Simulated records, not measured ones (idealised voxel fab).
The process module presented herein is designated voxel capacitor over wiring.
Cross-sectional view cut (width: 295 nm; square cell size: 5 nm).
Cross-section = grid of square cells, listed top down in bands; band = one or more rows.
Band: top and bottom heights (nm) first, top before bottom; then materials from left to right, widths in nm. "all across" marks a sole material filling the band edge to edge. "blank" denotes empty space.
The level at which height equals 0 is the one under which the wafer, as it arrives, is entirely one material. No lower edge exists for the bottom band, which continues downward and is notated as in "0 -> down".
A two-number width, for instance "30..40", indicates that the width is equal to the first number in the top row of the band and to the second number in the bottom row, and that it changes by a constant amount per row of cells.
The designation "nothing different", where it is given for a processing step, indicates that no cell of the cross-section was altered in the course of that step.
In the "Sealed-off cavities" entry, you get each enclosed empty space of 8 cells or more, one with no open way to the top, written width x height at distance, distance from the left edge, in nm.
Read whatever lies past the settings on a step's line as the simulator's own remark about the step.
overlay nm: right-of-plan distance of the mask on a masked step; negative values mean left-of-plan.

# Intended process steps
step 1: RECEIVE [material Si]
step 2: CONFORMAL_DEP [material SiO2] [thk nm 10]
step 3: CONFORMAL_DEP [material SiN] [thk nm 5]
step 4: DIRECTIONAL_DEP [material lowk] [thk nm 25]
step 5: MASKED_ETCH [tone open] [mask id METAL_1] [width nm 20] [pitch nm 85] [etch materials lowk] [depth nm 25] [overlay nm 0]
step 6: MASKED_ETCH [tone open] [mask id METAL_1] [width nm 20] [pitch nm 85] [etch materials SiN] [depth nm 5] [overlay nm 0]
step 7: CONFORMAL_DEP [material TiN] [thk nm 5]
step 8: FILL_DEP [material Cu] [thk nm 5]
step 9: CMP [height nm 40]
step 10: CONFORMAL_DEP [material SiCN] [thk nm 5]
step 11: DIRECTIONAL_DEP [material lowk] [thk nm 10]
step 12: MASKED_ETCH [tone open] [mask id PLUG_1] [width nm 15] [etch materials lowk] [depth nm 10] [overlay nm 0]
step 13: MASKED_ETCH [tone open] [mask id PLUG_1] [width nm 15] [etch materials SiCN] [depth nm 5] [overlay nm 0]
step 14: EPI [material Ru] [thk nm 10]
step 15: EPI [material Ru] [thk nm 5]
step 16: DIRECTIONAL_DEP [material TiN] [thk nm 10]
step 17: DIRECTIONAL_DEP [material SiN] [thk nm 5]
step 18: DIRECTIONAL_DEP [material TiN] [thk nm 5]
step 19: DIRECTIONAL_DEP [material aC] [thk nm 15]
step 20: PATTERN [tone cover] [mask id UPPER_PLATE] [material resist] [width nm 60] [thk nm 30] [overlay nm 0]
step 21: DIRECTIONAL_ETCH [etch materials aC] [depth nm 15]
step 22: STRIP [etch materials resist]
step 23: DIRECTIONAL_ETCH [etch materials TiN] [depth nm 5]
step 24: DIRECTIONAL_ETCH [etch materials SiN] [depth nm 5]
step 25: STRIP [etch materials aC]
step 26: DIRECTIONAL_DEP [material aC] [thk nm 15]
step 27: PATTERN [tone cover] [mask id LOWER_PLATE] [material resist] [width nm 80] [thk nm 30] [overlay nm 0]
step 28: DIRECTIONAL_ETCH [etch materials aC] [depth nm 15]
step 29: STRIP [etch materials resist]
step 30: DIRECTIONAL_ETCH [etch materials TiN] [depth nm 10]
step 31: STRIP [etch materials aC]
step 32: FILL_DEP [material SiO2] [thk nm 15]
step 33: CMP [height nm 85]
step 34: PATTERN [tone open] [mask id PLUG_2] [material resist] [width nm 15] [thk nm 15] [overlay nm 0]
step 35: DIRECTIONAL_ETCH [etch materials SiO2] [depth nm 10]
step 36: STRIP [etch materials resist]
step 37: CONFORMAL_DEP [material TiN] [thk nm 5]
step 38: FILL_DEP [material W] [thk nm 5]
step 39: CMP [height nm 85]
step 40: CONFORMAL_DEP [material SiCN] [thk nm 5]
Wafer-to-wafer difference: width nm, step 20. Common start. Plan = first wafer's value.

# Cross-section of the first of several wafers on receipt, reflecting completion of step 1
* 0 -> down  Si all across
* Sealed-off cavities: none

# The figure below presents a cross-section of the first of several wafers at the conclusion of the module, following its last step, step 40
* 90 -> 85  SiCN all across
* 85 -> 80  110 nm SiO2 | 5 nm TiN | 5 nm W | 5 nm TiN | 170 nm SiO2
* 80 -> 70  110..105 nm SiO2 | 15..60 nm TiN | 170..130 nm SiO2
* 70 -> 65  105 nm SiO2 | 60 nm SiN | 130 nm SiO2
* 65 -> 55  95 nm SiO2 | 80 nm TiN | 120 nm SiO2
* 55 -> 45  100 nm lowk | 15 nm Ru | 180 nm lowk
* 45 -> 40  100 nm SiCN | 15 nm Ru | 180 nm SiCN
* 40 -> 15  95 nm lowk | 5 nm TiN | 10 nm Cu | 5 nm TiN | 65 nm lowk | 5 nm TiN | 10 nm Cu | 5 nm TiN | 95 nm lowk
* 15 -> 10  95 nm SiN | 20 nm TiN | 65 nm SiN | 20 nm TiN | 95 nm SiN
* 10 -> 0  SiO2 all across
* 0 -> down  Si all across
* Sealed-off cavities: none

# Last-wafer cross-section at the end of the module
* 90 -> 85  SiCN all across
* 85 -> 80  110 nm SiO2 | 5 nm TiN | 5 nm W | 5 nm TiN | 170 nm SiO2
* 80 -> 70  110..95 nm SiO2 | 15..80 nm TiN | 170..120 nm SiO2
* 70 -> 65  95 nm SiO2 | 85 nm SiN | 115 nm SiO2
* 65 -> 55  95 nm SiO2 | 85 nm TiN | 115 nm SiO2
* 55 -> 45  100 nm lowk | 15 nm Ru | 180 nm lowk
* 45 -> 40  100 nm SiCN | 15 nm Ru | 180 nm SiCN
* 40 -> 15  95 nm lowk | 5 nm TiN | 10 nm Cu | 5 nm TiN | 65 nm lowk | 5 nm TiN | 10 nm Cu | 5 nm TiN | 95 nm lowk
* 15 -> 10  95 nm SiN | 20 nm TiN | 65 nm SiN | 20 nm TiN | 95 nm SiN
* 10 -> 0  SiO2 all across
* 0 -> down  Si all across
* Sealed-off cavities: none

# Per-wafer rows below. For each material: cells gained (+) or lost (-) since the wafer was received, as of end of module. Then: closed voids
width nm 60; +20 Cu; +9 Ru; +115 SiCN; +63 SiN; +410 SiO2; +77 TiN; +1 W; +367 lowk; Sealed-off cavities: none
width nm 65; +20 Cu; +9 Ru; +115 SiCN; +64 SiN; +408 SiO2; +78 TiN; +1 W; +367 lowk; Sealed-off cavities: none
width nm 70; +20 Cu; +9 Ru; +115 SiCN; +65 SiN; +406 SiO2; +79 TiN; +1 W; +367 lowk; Sealed-off cavities: none
width nm 75; +20 Cu; +9 Ru; +115 SiCN; +66 SiN; +404 SiO2; +80 TiN; +1 W; +367 lowk; Sealed-off cavities: none
width nm 80; +20 Cu; +9 Ru; +115 SiCN; +67 SiN; +402 SiO2; +81 TiN; +1 W; +367 lowk; Sealed-off cavities: none
width nm 85; +20 Cu; +9 Ru; +115 SiCN; +68 SiN; +399 SiO2; +83 TiN; +1 W; +367 lowk; Sealed-off cavities: none
